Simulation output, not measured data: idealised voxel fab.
process module | voxel lift off
cross-section cut | 185 nm wide | cells 5 nm
A cross-section is a grid of square cells, given in bands from the top down. A band is one or more rows of cells.
Each band's line starts with the height of the band's top and of its bottom, in nm. Then come its materials from left to right, each with its width in nm. One material with "throughout" fills the band from edge to edge. "air" is empty space.
Height 0 is the level under which the wafer as received is all one material. The lowest band goes on downwards, as in "0 down".
A width such as "30 to 40" changes by the same amount from each row of cells to the next, from the band's top row to its bottom row.
"no change" after a step means that no cell of the cross-section changed.
closed voids: empty space of 8 cells or more with no open way to the top, each as width x height at its distance from the left edge, in nm
after a step's settings: what the simulator itself notes on the step
overlay nm, on a step with a mask: how far to the right of its planned place the mask lay; to the left if negative
plan
1 op RECEIVE | material Si
2 op CONFORMAL_DEP | material SiO2 | thk nm 15
3 op PATTERN | tone open | mask id LINES | material resist | width nm 25 | pitch nm 55 | thk nm 25 | overlay nm -15
4 op DIRECTIONAL_DEP | material Ru | thk nm 10
5 op STRIP | etch materials resist
6 op CONFORMAL_DEP | material SiO2 | thk nm 10
varied across the wafers: overlay nm of step 3. The plan shows the first wafer's value. All wafers start alike
first wafer as received, after step 1
  0 down: Si throughout
  closed voids: none
first wafer at the end, after step 6
  35 to 25: air 25 | SiO2 45 | air 10 | SiO2 45 | air 60
  25 to 15: SiO2 35 | Ru 25 | SiO2 30 | Ru 25 | SiO2 70
  15 to 0: SiO2 throughout
  0 down: Si throughout
  closed voids: none
last wafer at the end
  35 to 25: air 55 | SiO2 45 | air 10 | SiO2 45 | air 30
  25 to 15: SiO2 65 | Ru 25 | SiO2 30 | Ru 25 | SiO2 40
  15 to 0: SiO2 throughout
  0 down: Si throughout
  closed voids: none
each wafer at the end: cells of each material gained (+) or lost (-) since it was received, then its closed voids
overlay nm -15 | +20 Ru | +201 SiO2 | closed voids: none
overlay nm -10 | +20 Ru | +201 SiO2 | closed voids: none
overlay nm -5 | +20 Ru | +201 SiO2 | closed voids: none
overlay nm 0 | +20 Ru | +201 SiO2 | closed voids: none
overlay nm 5 | +20 Ru | +201 SiO2 | closed voids: none
overlay nm 10 | +20 Ru | +201 SiO2 | closed voids: none
overlay nm 15 | +20 Ru | +201 SiO2 | closed voids: none
